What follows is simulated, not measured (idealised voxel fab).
Process module, titled voxel double patterning
We display cut, a cross-section 295 nm in width whose square cells are each 5 nm.
When this document writes out a cross-section, it uses a grid of square cells and lists it as bands, beginning at the top and moving down, with a band standing for one or more rows of cells.
The band entry comprises the height of the band's top followed by the height of its bottom, expressed in nm, and subsequently the band's materials from left to right, each stated together with its width in nm. Where a single material is marked with the word "edge to edge", that material fills the band from edge to edge. The word "empty" represents empty space.
Heights are measured from 0, the level below which the as-received wafer is all one material; the lowest band has no bottom and continues downward, written as in "0..down".
Width spec "30->40" -> top row of cells at first value, bottom row at second value, equal per-row change in between.
"remained unchanged" means the step left every cell of the cross-section as it was.
Any empty space of 8 cells or more lacking an open way to the top shows up in "Enclosed void listing" as width x height at distance, distance from the left edge, in nm.
Step line, after settings: the simulator's comment on this step.
Regarding "overlay nm": on a step with a mask, it is the distance the mask lay to the right of its planned place; a negative value places it to the left.
### plan
1 RECEIVE, material Si
2 CONFORMAL_DEP, material SiO2, thk nm 5
3 DIRECTIONAL_DEP, material W, thk nm 10
4 DIRECTIONAL_DEP, material SiN, thk nm 5
5 MASKED_ETCH, tone open, mask id FIRST, width nm 15, pitch nm 50, etch materials SiN, depth nm 5, overlay nm 0
6 DIRECTIONAL_DEP, material aC, thk nm 10
7 PATTERN, tone open, mask id SECOND, material resist, width nm 15, pitch nm 50, thk nm 25, overlay nm 0
8 DIRECTIONAL_ETCH, etch materials aC, depth nm 10
9 STRIP, etch materials resist
10 DIRECTIONAL_ETCH, etch materials SiN, depth nm 5
11 STRIP, etch materials aC
12 DIRECTIONAL_ETCH, etch materials W, depth nm 10
13 STRIP, etch materials SiN
It is noted that the wafers described herein are identical at the outset and are distinguished by the thk nm of step 2; the value stated in the plan corresponds to the first wafer.
### So this is the first of several wafers, cross-sectioned as it came to us, meaning it's at the end of step 1
* 0..down: Si edge to edge
* Enclosed void listing: none
### Quick look at the cross-section of the first of several wafers after step 13, which wraps up the module
* 15..5: 90 W / 15 empty / 10 W / 15 empty / 10 W / 15 empty / 10 W / 15 empty / 10 W / 15 empty / 90 W
* 5..0: SiO2 edge to edge
* 0..down: Si edge to edge
* Enclosed void listing: none
### Final wafer cross-section at module end
* 35..25: 90 W / 15 empty / 10 W / 15 empty / 10 W / 15 empty / 10 W / 15 empty / 10 W / 15 empty / 90 W
* 25..0: SiO2 edge to edge
* 0..down: Si edge to edge
* Enclosed void listing: none
### What follows is a table in which each wafer occupies a row; for the wafer as it stands at the close of the module, the row states, material by material, how many cells have been gained (+) or lost (-) since receipt, and then gives its closed voids
thk nm 5, +59 SiO2, +88 W, Enclosed void listing: none
thk nm 10, +118 SiO2, +88 W, Enclosed void listing: none
thk nm 15, +177 SiO2, +88 W, Enclosed void listing: none
thk nm 20, +236 SiO2, +88 W, Enclosed void listing: none
thk nm 25, +295 SiO2, +88 W, Enclosed void listing: none
